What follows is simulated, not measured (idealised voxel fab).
process module | voxel plated lines
cross-section cut | 215 nm wide | cells 5 nm
A cross-section is a grid of square cells, given in bands from the top down. A band is one or more rows of cells.
Each band's line starts with the height of the band's top and of its bottom, in nm. Then come its materials from left to right, each with its width in nm. One material with "throughout" fills the band from edge to edge. "air" is empty space.
Height 0 is the level under which the wafer as received is all one material. The lowest band goes on downwards, as in "0 down".
A width such as "30 to 40" changes by the same amount from each row of cells to the next, from the band's top row to its bottom row.
"no change" after a step means that no cell of the cross-section changed.
closed voids: empty space of 8 cells or more with no open way to the top, each as width x height at its distance from the left edge, in nm
after a step's settings: what the simulator itself notes on the step
overlay nm, on a step with a mask: how far to the right of its planned place the mask lay; to the left if negative
Each pair below shows a cross-section before one step and the cross-section after it, down to the lowest band that changed. The line under each pair gives the step between them, with its settings. The pairs can come from different runs of this module on the same starting wafer, so a pair continues from the pair above only where its "before" says so.
before
  0 down: Si throughout
  closed voids: none
after
  10 to 0: SiN throughout
  below 0: unchanged
  closed voids: none
the step between: op CONFORMAL_DEP | material SiN | thk nm 10
before: the cross-section after the pair above
after
  15 to 10: TiN throughout
  below 10: unchanged
  closed voids: none
the step between: op DIRECTIONAL_DEP | material TiN | thk nm 5
before: the cross-section after the pair above
after
  55 to 15: resist 50 | air 25 | resist 20 | air 25 | resist 20 | air 25 | resist 50
  below 15: unchanged
  closed voids: none
the step between: op PATTERN | tone open | mask id LINES | material resist | width nm 25 | pitch nm 45 | thk nm 40 | overlay nm 0
before: the cross-section after the pair above
after
  55 to 25: resist 50 | air 25 | resist 20 | air 25 | resist 20 | air 25 | resist 50
  25 to 15: resist 50 | Ru 25 | resist 20 | Ru 25 | resist 20 | Ru 25 | resist 50
  below 15: unchanged
  closed voids: none
the step between: op EPI | material Ru | thk nm 10
before: the cross-section after the pair above
after
  55 to 35: resist 50 | air 25 | resist 20 | air 25 | resist 20 | air 25 | resist 50
  35 to 15: resist 50 | Ru 25 | resist 20 | Ru 25 | resist 20 | Ru 25 | resist 50
  below 15: unchanged
  closed voids: none
the step between: op EPI | material Ru | thk nm 10
before: the cross-section after the pair above
after
  55 to 45: resist 50 | air 25 | resist 20 | air 25 | resist 20 | air 25 | resist 50
  45 to 15: resist 50 | Ru 25 | resist 20 | Ru 25 | resist 20 | Ru 25 | resist 50
  below 15: unchanged
  closed voids: none
the step between: op EPI | material Ru | thk nm 10
before: the cross-section after the pair above
after
  45 to 15: air 50 | Ru 25 | air 20 | Ru 25 | air 20 | Ru 25 | air 50
  below 15: unchanged
  closed voids: none
the step between: op STRIP | etch materials resist
before: the cross-section after the pair above
after
  45 to 15: air 50 | Ru 25 | air 20 | Ru 25 | air 20 | Ru 25 | air 50
  15 to 10: air 50 | TiN 25 | air 20 | TiN 25 | air 20 | TiN 25 | air 50
  below 10: unchanged
  closed voids: none
the step between: op DIRECTIONAL_ETCH | etch materials TiN | depth nm 5
before: the cross-section after the pair above
after
  55 to 45: air 40 | SiCN 135 | air 40
  45 to 20: air 40 | SiCN 10 | Ru 25 | SiCN 20 | Ru 25 | SiCN 20 | Ru 25 | SiCN 10 | air 40
  20 to 15: SiCN 50 | Ru 25 | SiCN 20 | Ru 25 | SiCN 20 | Ru 25 | SiCN 50
  15 to 10: SiCN 50 | TiN 25 | SiCN 20 | TiN 25 | SiCN 20 | TiN 25 | SiCN 50
  below 10: unchanged
  closed voids: none
the step between: op CONFORMAL_DEP | material SiCN | thk nm 10
before
  55 to 45: resist 50 | air 25 | resist 20 | air 25 | resist 20 | air 25 | resist 50
  45 to 15: resist 50 | Ru 25 | resist 20 | Ru 25 | resist 20 | Ru 25 | resist 50
  15 to 10: TiN throughout
  10 to 0: SiN throughout
  0 down: Si throughout
  closed voids: none
after
  55 to 15: resist 50 | Ru 25 | resist 20 | Ru 25 | resist 20 | Ru 25 | resist 50
  below 15: unchanged
  closed voids: none
the step between: op EPI | material Ru | thk nm 10
before: the cross-section after the pair above
after
  55 to 15: air 50 | Ru 25 | air 20 | Ru 25 | air 20 | Ru 25 | air 50
  below 15: unchanged
  closed voids: none
the step between: op STRIP | etch materials resist
before: the cross-section after the pair above
after
  55 to 15: air 50 | Ru 25 | air 20 | Ru 25 | air 20 | Ru 25 | air 50
  15 to 10: air 50 | TiN 25 | air 20 | TiN 25 | air 20 | TiN 25 | air 50
  below 10: unchanged
  closed voids: none
the step between: op DIRECTIONAL_ETCH | etch materials TiN | depth nm 5
before: the cross-section after the pair above
after
  65 to 55: air 40 | SiCN 135 | air 40
  55 to 20: air 40 | SiCN 10 | Ru 25 | SiCN 20 | Ru 25 | SiCN 20 | Ru 25 | SiCN 10 | air 40
  20 to 15: SiCN 50 | Ru 25 | SiCN 20 | Ru 25 | SiCN 20 | Ru 25 | SiCN 50
  15 to 10: SiCN 50 | TiN 25 | SiCN 20 | TiN 25 | SiCN 20 | TiN 25 | SiCN 50
  below 10: unchanged
  closed voids: none
the step between: op CONFORMAL_DEP | material SiCN | thk nm 10
before
  0 down: Si throughout
  closed voids: none
after
  5 to 0: TiN throughout
  below 0: unchanged
  closed voids: none
the step between: op DIRECTIONAL_DEP | material TiN | thk nm 5
before: the cross-section after the pair above
after
  15 to 5: SiN throughout
  below 5: unchanged
  closed voids: none
the step between: op CONFORMAL_DEP | material SiN | thk nm 10
before: the cross-section after the pair above
after
  55 to 15: resist 50 | air 25 | resist 20 | air 25 | resist 20 | air 25 | resist 50
  below 15: unchanged
  closed voids: none
the step between: op PATTERN | tone open | mask id LINES | material resist | width nm 25 | pitch nm 45 | thk nm 40 | overlay nm 0
before: the cross-section after the pair above
after
  15 to 5: SiN throughout
  below 5: unchanged
  closed voids: none
the step between: op STRIP | etch materials resist
before: the cross-section after the pair above
after
  25 to 15: SiCN throughout
  below 15: unchanged
  closed voids: none
the step between: op CONFORMAL_DEP | material SiCN | thk nm 10
before
  10 to 0: SiN throughout
  0 down: Si throughout
  closed voids: none
after
  25 to 10: TiN throughout
  below 10: unchanged
  closed voids: none
the step between: op DIRECTIONAL_DEP | material TiN | thk nm 15
before: the cross-section after the pair above
after
  65 to 25: resist 50 | air 25 | resist 20 | air 25 | resist 20 | air 25 | resist 50
  below 25: unchanged
  closed voids: none
the step between: op PATTERN | tone open | mask id LINES | material resist | width nm 25 | pitch nm 45 | thk nm 40 | overlay nm 0
before: the cross-section after the pair above
after
  65 to 35: resist 50 | air 25 | resist 20 | air 25 | resist 20 | air 25 | resist 50
  35 to 25: resist 50 | Ru 25 | resist 20 | Ru 25 | resist 20 | Ru 25 | resist 50
  below 25: unchanged
  closed voids: none
the step between: op EPI | material Ru | thk nm 10
before: the cross-section after the pair above
after
  65 to 45: resist 50 | air 25 | resist 20 | air 25 | resist 20 | air 25 | resist 50
  45 to 25: resist 50 | Ru 25 | resist 20 | Ru 25 | resist 20 | Ru 25 | resist 50
  below 25: unchanged
  closed voids: none
the step between: op EPI | material Ru | thk nm 10
before: the cross-section after the pair above
after
  65 to 55: resist 50 | air 25 | resist 20 | air 25 | resist 20 | air 25 | resist 50
  55 to 25: resist 50 | Ru 25 | resist 20 | Ru 25 | resist 20 | Ru 25 | resist 50
  below 25: unchanged
  closed voids: none
the step between: op EPI | material Ru | thk nm 10
before: the cross-section after the pair above
after
  55 to 25: air 50 | Ru 25 | air 20 | Ru 25 | air 20 | Ru 25 | air 50
  below 25: unchanged
  closed voids: none
the step between: op STRIP | etch materials resist
before: the cross-section after the pair above
after
  55 to 25: air 50 | Ru 25 | air 20 | Ru 25 | air 20 | Ru 25 | air 50
  25 to 20: air 50 | TiN 25 | air 20 | TiN 25 | air 20 | TiN 25 | air 50
  below 20: unchanged
  closed voids: none
the step between: op DIRECTIONAL_ETCH | etch materials TiN | depth nm 5
before: the cross-section after the pair above
after
  65 to 55: air 40 | SiCN 135 | air 40
  55 to 30: air 40 | SiCN 10 | Ru 25 | SiCN 20 | Ru 25 | SiCN 20 | Ru 25 | SiCN 10 | air 40
  30 to 25: SiCN 50 | Ru 25 | SiCN 20 | Ru 25 | SiCN 20 | Ru 25 | SiCN 50
  25 to 20: SiCN 50 | TiN 25 | SiCN 20 | TiN 25 | SiCN 20 | TiN 25 | SiCN 50
  below 20: unchanged
  closed voids: none
the step between: op CONFORMAL_DEP | material SiCN | thk nm 10
before
  15 to 10: TiN throughout
  10 to 0: SiN throughout
  0 down: Si throughout
  closed voids: none
after
  55 to 15: resist 55 | air 20 | resist 25 | air 20 | resist 25 | air 20 | resist 50
  below 15: unchanged
  closed voids: none
the step between: op PATTERN | tone open | mask id LINES | material resist | width nm 20 | pitch nm 45 | thk nm 40 | overlay nm 0
before: the cross-section after the pair above
after
  55 to 25: resist 55 | air 20 | resist 25 | air 20 | resist 25 | air 20 | resist 50
  25 to 15: resist 55 | Ru 20 | resist 25 | Ru 20 | resist 25 | Ru 20 | resist 50
  below 15: unchanged
  closed voids: none
the step between: op EPI | material Ru | thk nm 10
before: the cross-section after the pair above
after
  55 to 35: resist 55 | air 20 | resist 25 | air 20 | resist 25 | air 20 | resist 50
  35 to 15: resist 55 | Ru 20 | resist 25 | Ru 20 | resist 25 | Ru 20 | resist 50
  below 15: unchanged
  closed voids: none
the step between: op EPI | material Ru | thk nm 10
before: the cross-section after the pair above
after
  55 to 45: resist 55 | air 20 | resist 25 | air 20 | resist 25 | air 20 | resist 50
  45 to 15: resist 55 | Ru 20 | resist 25 | Ru 20 | resist 25 | Ru 20 | resist 50
  below 15: unchanged
  closed voids: none
the step between: op EPI | material Ru | thk nm 10
before: the cross-section after the pair above
after
  45 to 15: air 55 | Ru 20 | air 25 | Ru 20 | air 25 | Ru 20 | air 50
  below 15: unchanged
  closed voids: none
the step between: op STRIP | etch materials resist
before: the cross-section after the pair above
after
  45 to 15: air 55 | Ru 20 | air 25 | Ru 20 | air 25 | Ru 20 | air 50
  15 to 10: air 55 | TiN 20 | air 25 | TiN 20 | air 25 | TiN 20 | air 50
  below 10: unchanged
  closed voids: none
the step between: op DIRECTIONAL_ETCH | etch materials TiN | depth nm 5
before: the cross-section after the pair above
after
  55 to 45: air 45 | SiCN 40 | air 5 | SiCN 40 | air 5 | SiCN 40 | air 40
  45 to 20: air 45 | SiCN 10 | Ru 20 | SiCN 10 | air 5 | SiCN 10 | Ru 20 | SiCN 10 | air 5 | SiCN 10 | Ru 20 | SiCN 10 | air 40
  20 to 15: SiCN 55 | Ru 20 | SiCN 25 | Ru 20 | SiCN 25 | Ru 20 | SiCN 50
  15 to 10: SiCN 55 | TiN 20 | SiCN 25 | TiN 20 | SiCN 25 | TiN 20 | SiCN 50
  below 10: unchanged
  closed voids: none
the step between: op CONFORMAL_DEP | material SiCN | thk nm 10
before
  15 to 10: TiN throughout
  10 to 0: SiN throughout
  0 down: Si throughout
  closed voids: none
after
  55 to 15: resist 40 | air 25 | resist 20 | air 25 | resist 20 | air 25 | resist 60
  below 15: unchanged
  closed voids: none
the step between: op PATTERN | tone open | mask id LINES | material resist | width nm 25 | pitch nm 45 | thk nm 40 | overlay nm -10
before: the cross-section after the pair above
after
  55 to 25: resist 40 | air 25 | resist 20 | air 25 | resist 20 | air 25 | resist 60
  25 to 15: resist 40 | Ru 25 | resist 20 | Ru 25 | resist 20 | Ru 25 | resist 60
  below 15: unchanged
  closed voids: none
the step between: op EPI | material Ru | thk nm 10
before: the cross-section after the pair above
after
  55 to 35: resist 40 | air 25 | resist 20 | air 25 | resist 20 | air 25 | resist 60
  35 to 15: resist 40 | Ru 25 | resist 20 | Ru 25 | resist 20 | Ru 25 | resist 60
  below 15: unchanged
  closed voids: none
the step between: op EPI | material Ru | thk nm 10
before: the cross-section after the pair above
after
  55 to 45: resist 40 | air 25 | resist 20 | air 25 | resist 20 | air 25 | resist 60
  45 to 15: resist 40 | Ru 25 | resist 20 | Ru 25 | resist 20 | Ru 25 | resist 60
  below 15: unchanged
  closed voids: none
the step between: op EPI | material Ru | thk nm 10
before: the cross-section after the pair above
after
  45 to 15: air 40 | Ru 25 | air 20 | Ru 25 | air 20 | Ru 25 | air 60
  below 15: unchanged
  closed voids: none
the step between: op STRIP | etch materials resist
before: the cross-section after the pair above
after
  45 to 15: air 40 | Ru 25 | air 20 | Ru 25 | air 20 | Ru 25 | air 60
  15 to 10: air 40 | TiN 25 | air 20 | TiN 25 | air 20 | TiN 25 | air 60
  below 10: unchanged
  closed voids: none
the step between: op DIRECTIONAL_ETCH | etch materials TiN | depth nm 5
before: the cross-section after the pair above
after
  55 to 45: air 30 | SiCN 135 | air 50
  45 to 20: air 30 | SiCN 10 | Ru 25 | SiCN 20 | Ru 25 | SiCN 20 | Ru 25 | SiCN 10 | air 50
  20 to 15: SiCN 40 | Ru 25 | SiCN 20 | Ru 25 | SiCN 20 | Ru 25 | SiCN 60
  15 to 10: SiCN 40 | TiN 25 | SiCN 20 | TiN 25 | SiCN 20 | TiN 25 | SiCN 60
  below 10: unchanged
  closed voids: none
the step between: op CONFORMAL_DEP | material SiCN | thk nm 10
before
  0 down: Si throughout
  closed voids: none
after
  10 to 0: TiN throughout
  below 0: unchanged
  closed voids: none
the step between: op CONFORMAL_DEP | material TiN | thk nm 10
before: the cross-section after the pair above
after
  15 to 0: TiN throughout
  below 0: unchanged
  closed voids: none
the step between: op DIRECTIONAL_DEP | material TiN | thk nm 5
before: the cross-section after the pair above
after
  55 to 15: resist 50 | air 25 | resist 20 | air 25 | resist 20 | air 25 | resist 50
  below 15: unchanged
  closed voids: none
the step between: op PATTERN | tone open | mask id LINES | material resist | width nm 25 | pitch nm 45 | thk nm 40 | overlay nm 0
before: the cross-section after the pair above
after
  55 to 25: resist 50 | air 25 | resist 20 | air 25 | resist 20 | air 25 | resist 50
  25 to 15: resist 50 | Ru 25 | resist 20 | Ru 25 | resist 20 | Ru 25 | resist 50
  below 15: unchanged
  closed voids: none
the step between: op EPI | material Ru | thk nm 10
before: the cross-section after the pair above
after
  55 to 35: resist 50 | air 25 | resist 20 | air 25 | resist 20 | air 25 | resist 50
  35 to 15: resist 50 | Ru 25 | resist 20 | Ru 25 | resist 20 | Ru 25 | resist 50
  below 15: unchanged
  closed voids: none
the step between: op EPI | material Ru | thk nm 10
before: the cross-section after the pair above
after
  55 to 45: resist 50 | air 25 | resist 20 | air 25 | resist 20 | air 25 | resist 50
  45 to 15: resist 50 | Ru 25 | resist 20 | Ru 25 | resist 20 | Ru 25 | resist 50
  below 15: unchanged
  closed voids: none
the step between: op EPI | material Ru | thk nm 10
before: the cross-section after the pair above
after
  45 to 15: air 50 | Ru 25 | air 20 | Ru 25 | air 20 | Ru 25 | air 50
  below 15: unchanged
  closed voids: none
the step between: op STRIP | etch materials resist
before: the cross-section after the pair above
after
  45 to 15: air 50 | Ru 25 | air 20 | Ru 25 | air 20 | Ru 25 | air 50
  15 to 10: air 50 | TiN 25 | air 20 | TiN 25 | air 20 | TiN 25 | air 50
  below 10: unchanged
  closed voids: none
the step between: op DIRECTIONAL_ETCH | etch materials TiN | depth nm 5
before: the cross-section after the pair above
after
  55 to 45: air 40 | SiCN 135 | air 40
  45 to 20: air 40 | SiCN 10 | Ru 25 | SiCN 20 | Ru 25 | SiCN 20 | Ru 25 | SiCN 10 | air 40
  20 to 15: SiCN 50 | Ru 25 | SiCN 20 | Ru 25 | SiCN 20 | Ru 25 | SiCN 50
  15 to 10: SiCN 50 | TiN 25 | SiCN 20 | TiN 25 | SiCN 20 | TiN 25 | SiCN 50
  below 10: unchanged
  closed voids: none
the step between: op CONFORMAL_DEP | material SiCN | thk nm 10
before
  15 to 10: TiN throughout
  10 to 0: SiN throughout
  0 down: Si throughout
  closed voids: none
after
  55 to 15: air 50 | resist 25 | air 20 | resist 25 | air 20 | resist 25 | air 50
  below 15: unchanged
  closed voids: none
the step between: op PATTERN | tone cover | mask id LINES | material resist | width nm 25 | pitch nm 45 | thk nm 40 | overlay nm 0
before: the cross-section after the pair above
after
  55 to 25: air 50 | resist 25 | air 20 | resist 25 | air 20 | resist 25 | air 50
  25 to 15: Ru 50 | resist 25 | Ru 20 | resist 25 | Ru 20 | resist 25 | Ru 50
  below 15: unchanged
  closed voids: none
the step between: op EPI | material Ru | thk nm 10
before: the cross-section after the pair above
after
  55 to 35: air 50 | resist 25 | air 20 | resist 25 | air 20 | resist 25 | air 50
  35 to 15: Ru 50 | resist 25 | Ru 20 | resist 25 | Ru 20 | resist 25 | Ru 50
  below 15: unchanged
  closed voids: none
the step between: op EPI | material Ru | thk nm 10
before: the cross-section after the pair above
after
  55 to 45: air 50 | resist 25 | air 20 | resist 25 | air 20 | resist 25 | air 50
  45 to 15: Ru 50 | resist 25 | Ru 20 | resist 25 | Ru 20 | resist 25 | Ru 50
  below 15: unchanged
  closed voids: none
the step between: op EPI | material Ru | thk nm 10
before: the cross-section after the pair above
after
  45 to 15: Ru 50 | air 25 | Ru 20 | air 25 | Ru 20 | air 25 | Ru 50
  below 15: unchanged
  closed voids: none
the step between: op STRIP | etch materials resist
before: the cross-section after the pair above
after
  45 to 15: Ru 50 | air 25 | Ru 20 | air 25 | Ru 20 | air 25 | Ru 50
  15 to 10: TiN 50 | air 25 | TiN 20 | air 25 | TiN 20 | air 25 | TiN 50
  below 10: unchanged
  closed voids: none
the step between: op DIRECTIONAL_ETCH | etch materials TiN | depth nm 5
before: the cross-section after the pair above
after
  55 to 45: SiCN 60 | air 5 | SiCN 40 | air 5 | SiCN 40 | air 5 | SiCN 60
  45 to 20: Ru 50 | SiCN 10 | air 5 | SiCN 10 | Ru 20 | SiCN 10 | air 5 | SiCN 10 | Ru 20 | SiCN 10 | air 5 | SiCN 10 | Ru 50
  20 to 15: Ru 50 | SiCN 25 | Ru 20 | SiCN 25 | Ru 20 | SiCN 25 | Ru 50
  15 to 10: TiN 50 | SiCN 25 | TiN 20 | SiCN 25 | TiN 20 | SiCN 25 | TiN 50
  below 10: unchanged
  closed voids: none
the step between: op CONFORMAL_DEP | material SiCN | thk nm 10
